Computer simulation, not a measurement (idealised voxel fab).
Process module under the name voxel wiring stack
Cross-section cut: width 190 nm, square cells of 5 nm.
Square cells in a grid make up a cross-section in this document, and the grid is given as bands, listed from the top down, each one or more rows of cells. Basically the band line says how high the top is and how high the bottom is, in nm, and then what's in it from left to right, every material with its width in nm. Empty space shows up as "air", and if a single material carries "edge to edge" it runs the full band edge to edge. Zero point of the height axis is 0; under it, received wafer = one material. Lowest band: continues down indefinitely, "0..down". Width: "30..40" (first number = top row, second number = bottom row, same change from row to row of cells). Given "remained the same" for a step, no cell of the cross-section differs between before and after that step. Basically, "Unvented voids" tells you about the enclosed voids: empty spaces with no open way to the top, 8 cells or bigger, each written width x height at distance, where distance is from the left edge, all in nm. What comes after the settings on a step's line is commentary from the simulator itself on that step. overlay nm: how far to the right of its planned place the mask lay on this masked step (negative: to the left).
## Steps in the process plan
| 1 | RECEIVE [material Si] |
| 2 | CONFORMAL_DEP [material SiO2] [thk nm 10] |
| 3 | CONFORMAL_DEP [material SiCN] [thk nm 5] |
| 4 | DIRECTIONAL_DEP [material lowk] [thk nm 20] |
| 5 | DIRECTIONAL_DEP [material aC] [thk nm 15] |
| 6 | PATTERN [tone open] [mask id METAL_1] [material resist] [width nm 25] [pitch nm 55] [thk nm 35] [overlay nm 0] |
| 7 | DIRECTIONAL_ETCH [etch materials aC] [depth nm 15] |
| 8 | STRIP [etch materials resist] |
| 9 | DIRECTIONAL_ETCH [etch materials lowk] [depth nm 20] |
| 10 | DIRECTIONAL_ETCH [etch materials SiCN] [depth nm 5] |
| 11 | STRIP [etch materials aC] |
| 12 | CONFORMAL_DEP [material TiN] [thk nm 5] |
| 13 | FILL_DEP [material Cu] [thk nm 5] |
| 14 | CMP [height nm 35] |
| 15 | CONFORMAL_DEP [material SiCN] [thk nm 5] |
| 16 | DIRECTIONAL_DEP [material lowk] [thk nm 10] |
| 17 | DIRECTIONAL_DEP [material aC] [thk nm 10] |
| 18 | PATTERN [tone open] [mask id PLUG_1] [material resist] [width nm 15] [thk nm 30] [overlay nm 0] |
| 19 | DIRECTIONAL_ETCH [etch materials aC] [depth nm 10] |
| 20 | STRIP [etch materials resist] |
| 21 | DIRECTIONAL_ETCH [etch materials lowk] [depth nm 10] |
| 22 | DIRECTIONAL_ETCH [etch materials SiCN] [depth nm 5] |
| 23 | STRIP [etch materials aC] |
| 24 | EPI [material Ru] [thk nm 10] |
| 25 | EPI [material Ru] [thk nm 5] |
| 26 | DIRECTIONAL_DEP [material TiN] [thk nm 5] |
| 27 | DIRECTIONAL_DEP [material Ru] [thk nm 15] |
| 28 | DIRECTIONAL_DEP [material aC] [thk nm 10] |
| 29 | PATTERN [tone cover] [mask id METAL_2] [material resist] [width nm 25] [pitch nm 55] [thk nm 30] [overlay nm 0] |
| 30 | DIRECTIONAL_ETCH [etch materials aC] [depth nm 10] |
| 31 | STRIP [etch materials resist] |
| 32 | DIRECTIONAL_ETCH [etch materials Ru] [depth nm 15] |
| 33 | DIRECTIONAL_ETCH [etch materials TiN] [depth nm 5] |
| 34 | STRIP [etch materials aC] |
| 35 | CONFORMAL_DEP [material SiN] [thk nm 5] |
| 36 | FILL_DEP [material SiO2] [thk nm 10] |
| 37 | CMP [height nm 70] |
| 38 | CONFORMAL_DEP [material SiCN] [thk nm 5] |
| 39 | DIRECTIONAL_DEP [material lowk] [thk nm 30] |
| 40 | DIRECTIONAL_DEP [material aC] [thk nm 15] |
| 41 | PATTERN [tone open] [mask id METAL_3] [material resist] [width nm 25] [pitch nm 55] [thk nm 35] [overlay nm 0] |
| 42 | DIRECTIONAL_ETCH [etch materials aC] [depth nm 15] |
| 43 | STRIP [etch materials resist] |
| 44 | DIRECTIONAL_ETCH [etch materials lowk] [depth nm 20] |
| 45 | STRIP [etch materials aC] |
| 46 | PATTERN [tone open] [mask id METAL_3_HOLES] [material resist] [width nm 15] [pitch nm 55] [thk nm 15] [overlay nm 0] |
| 47 | DIRECTIONAL_ETCH [etch materials lowk] [depth nm 10] |
| 48 | DIRECTIONAL_ETCH [etch materials SiCN] [depth nm 5] |
| 49 | STRIP [etch materials resist] |
| 50 | CONFORMAL_DEP [material TiN] [thk nm 5] |
| 51 | FILL_DEP [material Ru] [thk nm 5] |
| 52 | CMP [height nm 105] |
| 53 | CONFORMAL_DEP [material SiCN] [thk nm 5] |
| 54 | DIRECTIONAL_DEP [material lowk] [thk nm 25] |
| 55 | MASKED_ETCH [tone open] [mask id METAL_4_HOLES] [width nm 15] [pitch nm 55] [etch materials lowk] [depth nm 25] [overlay nm 0] |
| 56 | DIRECTIONAL_DEP [material aC] [thk nm 10] |
| 57 | PATTERN [tone open] [mask id METAL_4] [material resist] [width nm 25] [pitch nm 55] [thk nm 30] [overlay nm 0] |
| 58 | DIRECTIONAL_ETCH [etch materials aC] [depth nm 10] |
| 59 | STRIP [etch materials resist] |
| 60 | DIRECTIONAL_ETCH [etch materials lowk] [depth nm 15] |
| 61 | DIRECTIONAL_ETCH [etch materials SiCN] [depth nm 5] |
| 62 | STRIP [etch materials aC] |
| 63 | CONFORMAL_DEP [material TiN] [thk nm 5] |
| 64 | FILL_DEP [material Cu] [thk nm 10] |
| 65 | CMP [height nm 135] |
| 66 | CONFORMAL_DEP [material SiCN] [thk nm 5] |
## First wafer of two (run as planned)
## As-received wafer cross-section (after step 1)
    0..down = Si edge to edge
    Unvented voids: none
## Sectional view: wafer, after step 2
    10..0 = SiO2 edge to edge
    Nothing below the height 0 has changed.
## Sectional view: wafer, after step 3
    15..10 = SiCN edge to edge
    Nothing below the height 10 has changed.
## Sectional view: wafer, after step 4
    35..15 = lowk edge to edge
    Nothing below the height 15 has changed.
## Sectional view: wafer, after step 5
    50..35 = aC edge to edge
    Nothing below the height 35 has changed.
## Sectional view: wafer, after step 6
    85..50 = resist (55), then air (25), then resist (30), then air (25), then resist (55)
    Nothing below the height 50 has changed.
## Sectional view: wafer, after step 7
    70..50 = resist (55), then air (25), then resist (30), then air (25), then resist (55)
    50..35 = aC (55), then air (25), then aC (30), then air (25), then aC (55)
    Nothing below the height 35 has changed.
## Sectional view: wafer, after step 8
    50..35 = aC (55), then air (25), then aC (30), then air (25), then aC (55)
    Nothing below the height 35 has changed.
## Sectional view: wafer, after step 9
    50..35 = aC (55), then air (25), then aC (30), then air (25), then aC (55)
    35..15 = lowk (55), then air (25), then lowk (30), then air (25), then lowk (55)
    Nothing below the height 15 has changed.
## Sectional view: wafer, after step 10
    50..35 = aC (55), then air (25), then aC (30), then air (25), then aC (55)
    35..15 = lowk (55), then air (25), then lowk (30), then air (25), then lowk (55)
    15..10 = SiCN (55), then air (25), then SiCN (30), then air (25), then SiCN (55)
    Nothing below the height 10 has changed.
## Sectional view: wafer, after step 11
    35..15 = lowk (55), then air (25), then lowk (30), then air (25), then lowk (55)
    Nothing below the height 15 has changed.
## Sectional view: wafer, after step 12
    40..35 = TiN (60), then air (15), then TiN (40), then air (15), then TiN (60)
    35..15 = lowk (55), then TiN (5), then air (15), then TiN (5), then lowk (30), then TiN (5), then air (15), then TiN (5), then lowk (55)
    15..10 = SiCN (55), then TiN (25), then SiCN (30), then TiN (25), then SiCN (55)
    Nothing below the height 10 has changed.
## Sectional view: wafer, after step 13
    45..40 = Cu edge to edge
    40..35 = TiN (60), then Cu (15), then TiN (40), then Cu (15), then TiN (60)
    35..15 = lowk (55), then TiN (5), then Cu (15), then TiN (5), then lowk (30), then TiN (5), then Cu (15), then TiN (5), then lowk (55)
    Nothing below the height 15 has changed.
## Sectional view: wafer, after step 14
    35..15 = lowk (55), then TiN (5), then Cu (15), then TiN (5), then lowk (30), then TiN (5), then Cu (15), then TiN (5), then lowk (55)
    Nothing below the height 15 has changed.
## Sectional view: wafer, after step 15
    40..35 = SiCN edge to edge
    Nothing below the height 35 has changed.
## Sectional view: wafer, after step 16
    50..40 = lowk edge to edge
    Nothing below the height 40 has changed.
## Sectional view: wafer, after step 17
    60..50 = aC edge to edge
    Nothing below the height 50 has changed.
## Sectional view: wafer, after step 18
    90..60 = resist (55), then air (15), then resist (120)
    Nothing below the height 60 has changed.
## Sectional view: wafer, after step 19
    80..60 = resist (55), then air (15), then resist (120)
    60..50 = aC (55), then air (15), then aC (120)
    Nothing below the height 50 has changed.
## Sectional view: wafer, after step 20
    60..50 = aC (55), then air (15), then aC (120)
    Nothing below the height 50 has changed.
## Sectional view: wafer, after step 21
    60..50 = aC (55), then air (15), then aC (120)
    50..40 = lowk (55), then air (15), then lowk (120)
    Nothing below the height 40 has changed.
## Sectional view: wafer, after step 22
    60..50 = aC (55), then air (15), then aC (120)
    50..40 = lowk (55), then air (15), then lowk (120)
    40..35 = SiCN (55), then air (15), then SiCN (120)
    Nothing below the height 35 has changed.
## Sectional view: wafer, after step 23
    50..40 = lowk (55), then air (15), then lowk (120)
    Nothing below the height 40 has changed.
## Sectional view: wafer, after step 24
    50..45 = lowk (55), then air (15), then lowk (120)
    45..40 = lowk (55), then Ru (15), then lowk (120)
    40..35 = SiCN (55), then Ru (15), then SiCN (120)
    Nothing below the height 35 has changed.
## Sectional view: wafer, after step 25
    50..40 = lowk (55), then Ru (15), then lowk (120)
    Nothing below the height 40 has changed.
## Sectional view: wafer, after step 26
    55..50 = TiN edge to edge
    Nothing below the height 50 has changed.
## Sectional view: wafer, after step 27
    70..55 = Ru edge to edge
    Nothing below the height 55 has changed.
## Sectional view: wafer, after step 28
    80..70 = aC edge to edge
    Nothing below the height 70 has changed.
## Sectional view: wafer, after step 29
    110..80 = air (55), then resist (25), then air (30), then resist (25), then air (55)
    Nothing below the height 80 has changed.
## Sectional view: wafer, after step 30
    100..80 = air (55), then resist (25), then air (30), then resist (25), then air (55)
    80..70 = air (55), then aC (25), then air (30), then aC (25), then air (55)
    Nothing below the height 70 has changed.
## Sectional view: wafer, after step 31
    80..70 = air (55), then aC (25), then air (30), then aC (25), then air (55)
    Nothing below the height 70 has changed.
## Sectional view: wafer, after step 32
    80..70 = air (55), then aC (25), then air (30), then aC (25), then air (55)
    70..55 = air (55), then Ru (25), then air (30), then Ru (25), then air (55)
    Nothing below the height 55 has changed.
## Sectional view: wafer, after step 33
    80..70 = air (55), then aC (25), then air (30), then aC (25), then air (55)
    70..55 = air (55), then Ru (25), then air (30), then Ru (25), then air (55)
    55..50 = air (55), then TiN (25), then air (30), then TiN (25), then air (55)
    Nothing below the height 50 has changed.
## Sectional view: wafer, after step 34
    70..55 = air (55), then Ru (25), then air (30), then Ru (25), then air (55)
    Nothing below the height 55 has changed.
## Sectional view: wafer, after step 35
    75..70 = air (50), then SiN (35), then air (20), then SiN (35), then air (50)
    70..55 = air (50), then SiN (5), then Ru (25), then SiN (5), then air (20), then SiN (5), then Ru (25), then SiN (5), then air (50)
    55..50 = SiN (55), then TiN (25), then SiN (30), then TiN (25), then SiN (55)
    Nothing below the height 50 has changed.
## Sectional view: wafer, after step 36
    85..75 = SiO2 edge to edge
    75..70 = SiO2 (50), then SiN (35), then SiO2 (20), then SiN (35), then SiO2 (50)
    70..55 = SiO2 (50), then SiN (5), then Ru (25), then SiN (5), then SiO2 (20), then SiN (5), then Ru (25), then SiN (5), then SiO2 (50)
    Nothing below the height 55 has changed.
## Sectional view: wafer, after step 37
    70..55 = SiO2 (50), then SiN (5), then Ru (25), then SiN (5), then SiO2 (20), then SiN (5), then Ru (25), then SiN (5), then SiO2 (50)
    Nothing below the height 55 has changed.
## Sectional view: wafer, after step 38
    75..70 = SiCN edge to edge
    Nothing below the height 70 has changed.
## Sectional view: wafer, after step 39
    105..75 = lowk edge to edge
    Nothing below the height 75 has changed.
## Sectional view: wafer, after step 40
    120..105 = aC edge to edge
    Nothing below the height 105 has changed.
## Sectional view: wafer, after step 41
    155..120 = resist (55), then air (25), then resist (30), then air (25), then resist (55)
    Nothing below the height 120 has changed.
## Sectional view: wafer, after step 42
    140..120 = resist (55), then air (25), then resist (30), then air (25), then resist (55)
    120..105 = aC (55), then air (25), then aC (30), then air (25), then aC (55)
    Nothing below the height 105 has changed.
## Sectional view: wafer, after step 43
    120..105 = aC (55), then air (25), then aC (30), then air (25), then aC (55)
    Nothing below the height 105 has changed.
## Sectional view: wafer, after step 44
    120..105 = aC (55), then air (25), then aC (30), then air (25), then aC (55)
    105..85 = lowk (55), then air (25), then lowk (30), then air (25), then lowk (55)
    Nothing below the height 85 has changed.
## Sectional view: wafer, after step 45
    105..85 = lowk (55), then air (25), then lowk (30), then air (25), then lowk (55)
    Nothing below the height 85 has changed.
## Sectional view: wafer, after step 46
    120..105 = resist (55), then air (15), then resist (40), then air (15), then resist (65)
    105..85 = lowk (55), then air (15), then resist (10), then lowk (30), then air (15), then resist (10), then lowk (55)
    Nothing below the height 85 has changed.
## Sectional view: wafer, after step 47
    120..105 = resist (55), then air (15), then resist (40), then air (15), then resist (65)
    105..85 = lowk (55), then air (15), then resist (10), then lowk (30), then air (15), then resist (10), then lowk (55)
    85..75 = lowk (55), then air (15), then lowk (40), then air (15), then lowk (65)
    Nothing below the height 75 has changed.
## Sectional view: wafer, after step 48
    120..105 = resist (55), then air (15), then resist (40), then air (15), then resist (65)
    105..85 = lowk (55), then air (15), then resist (10), then lowk (30), then air (15), then resist (10), then lowk (55)
    85..75 = lowk (55), then air (15), then lowk (40), then air (15), then lowk (65)
    75..70 = SiCN (55), then air (15), then SiCN (40), then air (15), then SiCN (65)
    Nothing below the height 70 has changed.
## Sectional view: wafer, after step 49
    105..85 = lowk (55), then air (25), then lowk (30), then air (25), then lowk (55)
    Nothing below the height 85 has changed.
## Sectional view: wafer, after step 50
    110..105 = TiN (60), then air (15), then TiN (40), then air (15), then TiN (60)
    105..90 = lowk (55), then TiN (5), then air (15), then TiN (5), then lowk (30), then TiN (5), then air (15), then TiN (5), then lowk (55)
    90..85 = lowk (55), then TiN (5), then air (5), then TiN (15), then lowk (30), then TiN (5), then air (5), then TiN (15), then lowk (55)
    85..75 = lowk (55), then TiN (5), then air (5), then TiN (5), then lowk (40), then TiN (5), then air (5), then TiN (5), then lowk (65)
    75..70 = SiCN (55), then TiN (15), then SiCN (40), then TiN (15), then SiCN (65)
    Nothing below the height 70 has changed.
## Sectional view: wafer, after step 51
    115..110 = Ru edge to edge
    110..105 = TiN (60), then Ru (15), then TiN (40), then Ru (15), then TiN (60)
    105..90 = lowk (55), then TiN (5), then Ru (15), then TiN (5), then lowk (30), then TiN (5), then Ru (15), then TiN (5), then lowk (55)
    90..85 = lowk (55), then TiN (5), then Ru (5), then TiN (15), then lowk (30), then TiN (5), then Ru (5), then TiN (15), then lowk (55)
    85..75 = lowk (55), then TiN (5), then Ru (5), then TiN (5), then lowk (40), then TiN (5), then Ru (5), then TiN (5), then lowk (65)
    Nothing below the height 75 has changed.
## Sectional view: wafer, after step 52
    105..90 = lowk (55), then TiN (5), then Ru (15), then TiN (5), then lowk (30), then TiN (5), then Ru (15), then TiN (5), then lowk (55)
    Nothing below the height 90 has changed.
## Sectional view: wafer, after step 53
    110..105 = SiCN edge to edge
    Nothing below the height 105 has changed.
## Sectional view: wafer, after step 54
    135..110 = lowk edge to edge
    Nothing below the height 110 has changed.
## Sectional view: wafer, after step 55
    135..110 = lowk (55), then air (15), then lowk (40), then air (15), then lowk (65)
    Nothing below the height 110 has changed.
## Sectional view: wafer, after step 56
    145..135 = aC (55), then air (15), then aC (40), then air (15), then aC (65)
    135..120 = lowk (55), then air (15), then lowk (40), then air (15), then lowk (65)
    120..110 = lowk (55), then aC (15), then lowk (40), then aC (15), then lowk (65)
    Nothing below the height 110 has changed.
## Sectional view: wafer, after step 57
    175..145 = resist (55), then air (25), then resist (30), then air (25), then resist (55)
    Nothing below the height 145 has changed.
## Sectional view: wafer, after step 58
    165..145 = resist (55), then air (25), then resist (30), then air (25), then resist (55)
    145..135 = aC (55), then air (25), then aC (30), then air (25), then aC (55)
    135..110 = lowk (55), then air (15), then lowk (40), then air (15), then lowk (65)
    Nothing below the height 110 has changed.
## Sectional view: wafer, after step 59
    145..135 = aC (55), then air (25), then aC (30), then air (25), then aC (55)
    Nothing below the height 135 has changed.
## Sectional view: wafer, after step 60
    145..135 = aC (55), then air (25), then aC (30), then air (25), then aC (55)
    135..120 = lowk (55), then air (25), then lowk (30), then air (25), then lowk (55)
    Nothing below the height 120 has changed.
## Sectional view: wafer, after step 61
    145..135 = aC (55), then air (25), then aC (30), then air (25), then aC (55)
    135..120 = lowk (55), then air (25), then lowk (30), then air (25), then lowk (55)
    120..110 = lowk (55), then air (15), then lowk (40), then air (15), then lowk (65)
    110..105 = SiCN (55), then air (15), then SiCN (40), then air (15), then SiCN (65)
    Nothing below the height 105 has changed.
## Sectional view: wafer, after step 62
    135..120 = lowk (55), then air (25), then lowk (30), then air (25), then lowk (55)
    Nothing below the height 120 has changed.
## Sectional view: wafer, after step 63
    140..135 = TiN (60), then air (15), then TiN (40), then air (15), then TiN (60)
    135..125 = lowk (55), then TiN (5), then air (15), then TiN (5), then lowk (30), then TiN (5), then air (15), then TiN (5), then lowk (55)
    125..120 = lowk (55), then TiN (5), then air (5), then TiN (15), then lowk (30), then TiN (5), then air (5), then TiN (15), then lowk (55)
    120..110 = lowk (55), then TiN (5), then air (5), then TiN (5), then lowk (40), then TiN (5), then air (5), then TiN (5), then lowk (65)
    110..105 = SiCN (55), then TiN (15), then SiCN (40), then TiN (15), then SiCN (65)
    Nothing below the height 105 has changed.
## Sectional view: wafer, after step 64
    150..140 = Cu edge to edge
    140..135 = TiN (60), then Cu (15), then TiN (40), then Cu (15), then TiN (60)
    135..125 = lowk (55), then TiN (5), then Cu (15), then TiN (5), then lowk (30), then TiN (5), then Cu (15), then TiN (5), then lowk (55)
    125..120 = lowk (55), then TiN (5), then Cu (5), then TiN (15), then lowk (30), then TiN (5), then Cu (5), then TiN (15), then lowk (55)
    120..110 = lowk (55), then TiN (5), then Cu (5), then TiN (5), then lowk (40), then TiN (5), then Cu (5), then TiN (5), then lowk (65)
    Nothing below the height 110 has changed.
## Sectional view: wafer, after step 65
    135..125 = lowk (55), then TiN (5), then Cu (15), then TiN (5), then lowk (30), then TiN (5), then Cu (15), then TiN (5), then lowk (55)
    Nothing below the height 125 has changed.
## Sectional view: wafer, after step 66
    140..135 = SiCN edge to edge
    Nothing below the height 135 has changed.
## Second wafer, same starting state and plan as the first, one mistake in the run, identical through step 36
Second wafer cross-section, taken as of the time the plan sets for step 37 to be done: remained the same
## Second wafer cross-section, taken as of the time the plan sets for step 38 to be done
    90..85 = SiCN edge to edge
    Nothing below the height 85 has changed.
## Second wafer cross-section, taken as of the time the plan sets for step 39 to be done
    120..90 = lowk edge to edge
    Nothing below the height 90 has changed.
## Second wafer cross-section, taken as of the time the plan sets for step 40 to be done
    135..120 = aC edge to edge
    Nothing below the height 120 has changed.
## Second wafer cross-section, taken as of the time the plan sets for step 41 to be done
    170..135 = resist (55), then air (25), then resist (30), then air (25), then resist (55)
    Nothing below the height 135 has changed.
## Second wafer cross-section, taken as of the time the plan sets for step 42 to be done
    155..135 = resist (55), then air (25), then resist (30), then air (25), then resist (55)
    135..120 = aC (55), then air (25), then aC (30), then air (25), then aC (55)
    Nothing below the height 120 has changed.
## Second wafer cross-section, taken as of the time the plan sets for step 43 to be done
    135..120 = aC (55), then air (25), then aC (30), then air (25), then aC (55)
    Nothing below the height 120 has changed.
## Second wafer cross-section, taken as of the time the plan sets for step 44 to be done
    135..120 = aC (55), then air (25), then aC (30), then air (25), then aC (55)
    120..100 = lowk (55), then air (25), then lowk (30), then air (25), then lowk (55)
    Nothing below the height 100 has changed.
## Second wafer cross-section, taken as of the time the plan sets for step 45 to be done
    120..100 = lowk (55), then air (25), then lowk (30), then air (25), then lowk (55)
    Nothing below the height 100 has changed.
## Second wafer cross-section, taken as of the time the plan sets for step 46 to be done
    135..120 = resist (55), then air (15), then resist (40), then air (15), then resist (65)
    120..100 = lowk (55), then air (15), then resist (10), then lowk (30), then air (15), then resist (10), then lowk (55)
    Nothing below the height 100 has changed.
## Second wafer cross-section, taken as of the time the plan sets for step 47 to be done
    135..120 = resist (55), then air (15), then resist (40), then air (15), then resist (65)
    120..100 = lowk (55), then air (15), then resist (10), then lowk (30), then air (15), then resist (10), then lowk (55)
    100..90 = lowk (55), then air (15), then lowk (40), then air (15), then lowk (65)
    Nothing below the height 90 has changed.
## Second wafer cross-section, taken as of the time the plan sets for step 48 to be done
    135..120 = resist (55), then air (15), then resist (40), then air (15), then resist (65)
    120..100 = lowk (55), then air (15), then resist (10), then lowk (30), then air (15), then resist (10), then lowk (55)
    100..90 = lowk (55), then air (15), then lowk (40), then air (15), then lowk (65)
    90..85 = SiCN (55), then air (15), then SiCN (40), then air (15), then SiCN (65)
    Nothing below the height 85 has changed.
## Second wafer cross-section, taken as of the time the plan sets for step 49 to be done
    120..100 = lowk (55), then air (25), then lowk (30), then air (25), then lowk (55)
    Nothing below the height 100 has changed.
## Second wafer cross-section, taken as of the time the plan sets for step 50 to be done
    125..120 = TiN (60), then air (15), then TiN (40), then air (15), then TiN (60)
    120..105 = lowk (55), then TiN (5), then air (15), then TiN (5), then lowk (30), then TiN (5), then air (15), then TiN (5), then lowk (55)
    105..100 = lowk (55), then TiN (5), then air (5), then TiN (15), then lowk (30), then TiN (5), then air (5), then TiN (15), then lowk (55)
    100..90 = lowk (55), then TiN (5), then air (5), then TiN (5), then lowk (40), then TiN (5), then air (5), then TiN (5), then lowk (65)
    90..85 = SiCN (55), then TiN (15), then SiCN (40), then TiN (15), then SiCN (65)
    Nothing below the height 85 has changed.
## Second wafer cross-section, taken as of the time the plan sets for step 51 to be done
    130..125 = Ru edge to edge
    125..120 = TiN (60), then Ru (15), then TiN (40), then Ru (15), then TiN (60)
    120..105 = lowk (55), then TiN (5), then Ru (15), then TiN (5), then lowk (30), then TiN (5), then Ru (15), then TiN (5), then lowk (55)
    105..100 = lowk (55), then TiN (5), then Ru (5), then TiN (15), then lowk (30), then TiN (5), then Ru (5), then TiN (15), then lowk (55)
    100..90 = lowk (55), then TiN (5), then Ru (5), then TiN (5), then lowk (40), then TiN (5), then Ru (5), then TiN (5), then lowk (65)
    Nothing below the height 90 has changed.
## Second wafer cross-section, taken as of the time the plan sets for step 52 to be done
    105..100 = lowk (55), then TiN (5), then Ru (5), then TiN (15), then lowk (30), then TiN (5), then Ru (5), then TiN (15), then lowk (55)
    Nothing below the height 100 has changed.
## Second wafer cross-section, taken as of the time the plan sets for step 53 to be done
    110..105 = SiCN edge to edge
    Nothing below the height 105 has changed.
## Second wafer cross-section, taken as of the time the plan sets for step 54 to be done
    135..110 = lowk edge to edge
    Nothing below the height 110 has changed.
## Second wafer cross-section, taken as of the time the plan sets for step 55 to be done
    135..110 = lowk (55), then air (15), then lowk (40), then air (15), then lowk (65)
    Nothing below the height 110 has changed.
## Second wafer cross-section, taken as of the time the plan sets for step 56 to be done
    145..135 = aC (55), then air (15), then aC (40), then air (15), then aC (65)
    135..120 = lowk (55), then air (15), then lowk (40), then air (15), then lowk (65)
    120..110 = lowk (55), then aC (15), then lowk (40), then aC (15), then lowk (65)
    Nothing below the height 110 has changed.
## Second wafer cross-section, taken as of the time the plan sets for step 57 to be done
    175..145 = resist (55), then air (25), then resist (30), then air (25), then resist (55)
    Nothing below the height 145 has changed.
## Second wafer cross-section, taken as of the time the plan sets for step 58 to be done
    165..145 = resist (55), then air (25), then resist (30), then air (25), then resist (55)
    145..135 = aC (55), then air (25), then aC (30), then air (25), then aC (55)
    135..110 = lowk (55), then air (15), then lowk (40), then air (15), then lowk (65)
    Nothing below the height 110 has changed.
## Second wafer cross-section, taken as of the time the plan sets for step 59 to be done
    145..135 = aC (55), then air (25), then aC (30), then air (25), then aC (55)
    Nothing below the height 135 has changed.
## Second wafer cross-section, taken as of the time the plan sets for step 60 to be done
    145..135 = aC (55), then air (25), then aC (30), then air (25), then aC (55)
    135..120 = lowk (55), then air (25), then lowk (30), then air (25), then lowk (55)
    Nothing below the height 120 has changed.
## Second wafer cross-section, taken as of the time the plan sets for step 61 to be done
    145..135 = aC (55), then air (25), then aC (30), then air (25), then aC (55)
    135..120 = lowk (55), then air (25), then lowk (30), then air (25), then lowk (55)
    120..110 = lowk (55), then air (15), then lowk (40), then air (15), then lowk (65)
    110..105 = SiCN (55), then air (15), then SiCN (40), then air (15), then SiCN (65)
    Nothing below the height 105 has changed.
## Second wafer cross-section, taken as of the time the plan sets for step 62 to be done
    135..120 = lowk (55), then air (25), then lowk (30), then air (25), then lowk (55)
    Nothing below the height 120 has changed.
## Second wafer cross-section, taken as of the time the plan sets for step 63 to be done
    140..135 = TiN (60), then air (15), then TiN (40), then air (15), then TiN (60)
    135..125 = lowk (55), then TiN (5), then air (15), then TiN (5), then lowk (30), then TiN (5), then air (15), then TiN (5), then lowk (55)
    125..120 = lowk (55), then TiN (5), then air (5), then TiN (15), then lowk (30), then TiN (5), then air (5), then TiN (15), then lowk (55)
    120..110 = lowk (55), then TiN (5), then air (5), then TiN (5), then lowk (40), then TiN (5), then air (5), then TiN (5), then lowk (65)
    110..105 = SiCN (55), then TiN (15), then SiCN (40), then TiN (15), then SiCN (65)
    Nothing below the height 105 has changed.
## Second wafer cross-section, taken as of the time the plan sets for step 64 to be done
    150..140 = Cu edge to edge
    140..135 = TiN (60), then Cu (15), then TiN (40), then Cu (15), then TiN (60)
    135..125 = lowk (55), then TiN (5), then Cu (15), then TiN (5), then lowk (30), then TiN (5), then Cu (15), then TiN (5), then lowk (55)
    125..120 = lowk (55), then TiN (5), then Cu (5), then TiN (15), then lowk (30), then TiN (5), then Cu (5), then TiN (15), then lowk (55)
    120..110 = lowk (55), then TiN (5), then Cu (5), then TiN (5), then lowk (40), then TiN (5), then Cu (5), then TiN (5), then lowk (65)
    Nothing below the height 110 has changed.
## Second wafer cross-section, taken as of the time the plan sets for step 65 to be done
    135..125 = lowk (55), then TiN (5), then Cu (15), then TiN (5), then lowk (30), then TiN (5), then Cu (15), then TiN (5), then lowk (55)
    Nothing below the height 125 has changed.
## Second wafer cross-section, taken as of the time the plan sets for step 66 to be done
    140..135 = SiCN edge to edge
    Nothing below the height 135 has changed.
Misprocessing identified: step 37 of the plan: omitted, not performed
at the end the second wafer has, in cells: -18 Ru; +14 SiN; +100 SiO2; -12 TiN; -84 lowk
